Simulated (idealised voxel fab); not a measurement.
Process module name: voxel self aligned vias
The cross-section shown here is cut; it is 285 nm wide and divided into square cells measuring 5 nm on a side.
Cross-section = grid of square cells, listed top down in bands; band = one or more rows.
Per band: top height and bottom height in nm, followed by the left-to-right materials and their widths in nm; "edge to edge" marks a single material spanning edge to edge, "empty" marks empty space.
Heights are expressed relative to 0, this being the level below which the as-received wafer comprises one material exclusively. The lowest band is unbounded in the downward direction and is denoted as in "from 0 down".
So if you see something like "30->40" for the width, read it as the top row of the band sitting at the first number and the bottom row at the second, with every row in between moving by the same amount as the last.
"remains unaltered", as given for a step, is the statement that not any cell of the cross-section underwent a change during that step.
You'll see "Unvented internal voids" listing empty spaces that have no way open to the top, as long as they're 8 cells or more; the notation is width x height at distance, where the distance is from the left edge, and all of it is in nm.
Anything after a step's settings on that line? It's the simulator's own note about the step.
overlay nm: step with mask; distance mask lay right of planned place; negative value = left of planned place.
### Process steps foreseen in the plan
| 1 | op RECEIVE | material Si |
| 2 | op CONFORMAL_DEP | material SiO2 | thk nm 15 |
| 3 | op CONFORMAL_DEP | material SiCN | thk nm 5 |
| 4 | op DIRECTIONAL_DEP | material SiO2 | thk nm 25 |
| 5 | op DIRECTIONAL_DEP | material aC | thk nm 10 |
| 6 | op PATTERN | tone open | mask id LINES | material resist | width nm 25 | pitch nm 65 | thk nm 25 | overlay nm 0 |
| 7 | op DIRECTIONAL_ETCH | etch materials aC | depth nm 10 |
| 8 | op STRIP | etch materials resist |
| 9 | op DIRECTIONAL_ETCH | etch materials SiO2 | depth nm 25 |
| 10 | op STRIP | etch materials aC |
| 11 | op CONFORMAL_DEP | material TiN | thk nm 5 |
| 12 | op FILL_DEP | material Ru | thk nm 5 |
| 13 | op CMP | height nm 45 |
| 14 | op SELECTIVE_ETCH | etch materials W Ru TiN | depth nm 10 |
| 15 | op FILL_DEP | material SiN | thk nm 10 |
| 16 | op CMP | height nm 45 |
| 17 | op DIRECTIONAL_DEP | material SiO2 | thk nm 20 |
| 18 | op PATTERN | tone open | mask id VIAS | material resist | width nm 45 | pitch nm 130 | thk nm 15 | overlay nm 0 |
| 19 | op DIRECTIONAL_ETCH | etch materials SiO2 | depth nm 20 |
| 20 | op DIRECTIONAL_ETCH | etch materials SiN | depth nm 10 |
| 21 | op STRIP | etch materials resist |
| 22 | op CONFORMAL_DEP | material TiN | thk nm 5 |
| 23 | op FILL_DEP | material Cu | thk nm 10 |
| 24 | op CMP | height nm 65 |
| 25 | op CONFORMAL_DEP | material SiCN | thk nm 5 |
### Cross-section of the wafer upon arrival, representing the state reached after step 1
	from 0 down  Si edge to edge
	Unvented internal voids: none
### Module complete - cross-section of the first of two wafers, run according to plan
	from 70 to 65  SiCN edge to edge
	from 65 to 50  55 of SiO2, then 5 of TiN, then 35 of Cu, then 5 of TiN, then 85 of SiO2, then 5 of TiN, then 35 of Cu, then 5 of TiN, then 55 of SiO2
	from 50 to 45  55 of SiO2, then 15 of TiN, then 15 of Cu, then 15 of TiN, then 85 of SiO2, then 15 of TiN, then 15 of Cu, then 15 of TiN, then 55 of SiO2
	from 45 to 40  65 of SiO2, then 5 of TiN, then 15 of Cu, then 5 of TiN, then 40 of SiO2, then 25 of SiN, then 40 of SiO2, then 5 of TiN, then 15 of Cu, then 5 of TiN, then 65 of SiO2
	from 40 to 35  65 of SiO2, then 25 of TiN, then 40 of SiO2, then 25 of SiN, then 40 of SiO2, then 25 of TiN, then 65 of SiO2
	from 35 to 25  65 of SiO2, then 5 of TiN, then 15 of Ru, then 5 of TiN, then 40 of SiO2, then 5 of TiN, then 15 of Ru, then 5 of TiN, then 40 of SiO2, then 5 of TiN, then 15 of Ru, then 5 of TiN, then 65 of SiO2
	from 25 to 20  65 of SiO2, then 25 of TiN, then 40 of SiO2, then 25 of TiN, then 40 of SiO2, then 25 of TiN, then 65 of SiO2
	from 20 to 15  SiCN edge to edge
	from 15 to 0  SiO2 edge to edge
	from 0 down  Si edge to edge
	Unvented internal voids: none
### Now the second wafer, cross-sectioned at the end of the module. Nothing different at the start, nothing different in the plan compared with the first, just one mistake when it was actually run
	from 70 to 65  SiCN edge to edge
	from 65 to 50  55 of SiO2, then 5 of TiN, then 35 of Cu, then 5 of TiN, then 85 of SiO2, then 5 of TiN, then 35 of Cu, then 5 of TiN, then 55 of SiO2
	from 50 to 45  55 of SiO2, then 45 of TiN, then 85 of SiO2, then 45 of TiN, then 55 of SiO2
	from 45 to 20  Cu edge to edge
	from 20 to 15  SiCN edge to edge
	from 15 to 0  SiO2 edge to edge
	from 0 down  Si edge to edge
	Unvented internal voids: none
What went wrong in running the wafer? in deviation from the planned setting, step 4 was conducted as op DIRECTIONAL_DEP | material Cu | thk nm 25
Final comparison by cell count, materials where the second wafer has more or fewer than the first: Cu: 273 more | Ru: 18 fewer | SiN: 10 fewer | SiO2: 210 fewer | TiN: 35 fewer
